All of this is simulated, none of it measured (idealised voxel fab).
Name of the process module below: voxel wiring stack
Displayed cross-section: cut, width of 165 nm, square cells sized 5 nm.
How to read a cross-section here: the picture is a grid of square cells, written as bands going from the top down, and any band can span one or more rows of cells.
This entry defines a band. It first specifies the height of the band's top and the height of its bottom in nm, and then specifies the band's materials from left to right, stating each material with its width in nm. The word "throughout" identifies a single material that fills the band from edge to edge, while the word "blank" identifies empty space.
Heights are reckoned from 0. Under this level, the received wafer is all of one material. The bottommost band is open-ended downward, for example "0 and below".
The two numbers in a width such as "30..40" mark its ends across the band: the first belongs to the top row of cells, the second to the bottom row, and from each row to the next the width moves by the same amount.
Reading "nothing altered" for a step: not a cell of the cross-section changed in it.
Look at "Enclosed internal voids" for the closed voids: empty spaces with no open path to the top, sized 8 cells or up. Each is width x height at distance, distance from the left edge, all nm.
Whatever follows a step's settings on its line is a remark the simulator itself makes about that step.
The optional step-line setting "overlay nm" applies to steps with a mask and quantifies how far to the right of its planned location the mask lay, a negative value indicating leftward placement.
These are the steps we planned for the process:
1. RECEIVE,material Si
2. CONFORMAL_DEP,material SiO2,thk nm 10
3. CONFORMAL_DEP,material SiCN,thk nm 5
4. DIRECTIONAL_DEP,material lowk,thk nm 25
5. MASKED_ETCH,tone open,mask id METAL_1,width nm 30,pitch nm 45,etch materials lowk,depth nm 25,overlay nm 0
6. MASKED_ETCH,tone open,mask id METAL_1,width nm 30,pitch nm 45,etch materials SiCN,depth nm 5,overlay nm 0
7. CONFORMAL_DEP,material TiN,thk nm 5
8. FILL_DEP,material Cu,thk nm 5
9. CMP,height nm 40
10. EPI,material Ru,thk nm 5
11. FILL_DEP,material SiCN,thk nm 5
12. DIRECTIONAL_DEP,material SiO2,thk nm 30
13. MASKED_ETCH,tone open,mask id METAL_2_HOLES,width nm 15,pitch nm 45,etch materials SiO2,depth nm 30,overlay nm 0
14. PATTERN,tone open,mask id METAL_2,material resist,width nm 30,pitch nm 45,thk nm 20,overlay nm 0
15. DIRECTIONAL_ETCH,etch materials SiO2,depth nm 20
16. DIRECTIONAL_ETCH,etch materials SiCN,depth nm 5
17. STRIP,etch materials resist
18. CONFORMAL_DEP,material TiN,thk nm 5
19. FILL_DEP,material Cu,thk nm 10
20. CMP,height nm 80
21. CONFORMAL_DEP,material SiCN,thk nm 5
22. DIRECTIONAL_DEP,material lowk,thk nm 20
23. PATTERN,tone open,mask id PLUG_2,material resist,width nm 15,thk nm 15,overlay nm 0
24. DIRECTIONAL_ETCH,etch materials lowk,depth nm 20
25. DIRECTIONAL_ETCH,etch materials SiCN,depth nm 5
26. STRIP,etch materials resist
27. CONFORMAL_DEP,material TiN,thk nm 5
28. FILL_DEP,material Cu,thk nm 10
29. CMP,height nm 105
30. CONFORMAL_DEP,material SiCN,thk nm 5
31. DIRECTIONAL_DEP,material SiO2,thk nm 25
32. MASKED_ETCH,tone open,mask id METAL_3,width nm 30,pitch nm 45,etch materials SiO2,depth nm 25,overlay nm 0
33. MASKED_ETCH,tone open,mask id METAL_3,width nm 30,pitch nm 45,etch materials SiCN,depth nm 5,overlay nm 0
34. CONFORMAL_DEP,material TiN,thk nm 5
35. FILL_DEP,material Ru,thk nm 5
36. CMP,height nm 135
37. CONFORMAL_DEP,material SiCN,thk nm 5
38. DIRECTIONAL_DEP,material lowk,thk nm 10
39. MASKED_ETCH,tone open,mask id PLUG_3,width nm 15,etch materials lowk,depth nm 10,overlay nm 0
40. MASKED_ETCH,tone open,mask id PLUG_3,width nm 15,etch materials SiCN,depth nm 5,overlay nm 0
41. CONFORMAL_DEP,material TiN,thk nm 5
42. FILL_DEP,material W,thk nm 10
43. CMP,height nm 150
44. CONFORMAL_DEP,material SiN,thk nm 5
45. DIRECTIONAL_DEP,material SiO2,thk nm 20
46. MASKED_ETCH,tone open,mask id METAL_4,width nm 30,pitch nm 45,etch materials SiO2,depth nm 20,overlay nm 0
47. MASKED_ETCH,tone open,mask id METAL_4,width nm 30,pitch nm 45,etch materials SiN,depth nm 5,overlay nm 0
48. CONFORMAL_DEP,material TiN,thk nm 5
49. FILL_DEP,material Cu,thk nm 10
50. CMP,height nm 175
51. EPI,material Ru,thk nm 5
52. FILL_DEP,material SiCN,thk nm 5
Cross-sectional view of the wafer in its as-received condition, corresponding to the state after step 1:
    0 and below  Si throughout
    Enclosed internal voids: none
Here's the wafer cut in cross-section after the module, started and planned just like above, except one thing was done wrong in the run:
    185 down to 180  SiCN throughout
    180 down to 175  SiCN 40  Ru 40  SiCN 5  Ru 40  SiCN 40
    175 down to 155  SiO2 45  TiN 5  Cu 20  TiN 5  SiO2 15  TiN 5  Cu 20  TiN 5  SiO2 45
    155 down to 150  SiN 45  TiN 30  SiN 15  TiN 30  SiN 45
    150 down to 140  lowk 45  TiN 5  W 5  TiN 5  lowk 105
    140 down to 135  SiCN 45  TiN 15  SiCN 105
    135 down to 110  SiO2 45  TiN 5  Ru 20  TiN 5  SiO2 15  TiN 5  Ru 20  TiN 5  SiO2 45
    110 down to 105  SiCN 45  TiN 30  SiCN 15  TiN 30  SiCN 45
    105 down to 100  lowk 45  TiN 5  Cu 5  TiN 5  lowk 105
    100 down to 95  SiCN 45  TiN 15  SiCN 105
    95 down to 85  Cu throughout
    85 down to 80  TiN 50  Cu 20  TiN 25  Cu 20  TiN 50
    80 down to 65  SiO2 45  TiN 5  Cu 20  TiN 5  SiO2 15  TiN 5  Cu 20  TiN 5  SiO2 45
    65 down to 60  SiO2 45  TiN 5  Cu 5  TiN 20  SiO2 15  TiN 5  Cu 5  TiN 20  SiO2 45
    60 down to 50  SiO2 45  TiN 5  Cu 5  TiN 5  SiO2 30  TiN 5  Cu 5  TiN 5  SiO2 60
    50 down to 45  SiCN 45  TiN 15  SiCN 30  TiN 15  SiCN 60
    45 down to 40  SiCN 40  Ru 40  SiCN 5  Ru 40  SiCN 40
    40 down to 15  lowk 45  TiN 5  Cu 20  TiN 5  lowk 15  TiN 5  Cu 20  TiN 5  lowk 45
    15 down to 10  SiCN 45  TiN 30  SiCN 15  TiN 30  SiCN 45
    10 down to 0  SiO2 throughout
    0 and below  Si throughout
    Enclosed internal voids: none
So what did we get wrong on this run? plan step 20 never ran because it was skipped
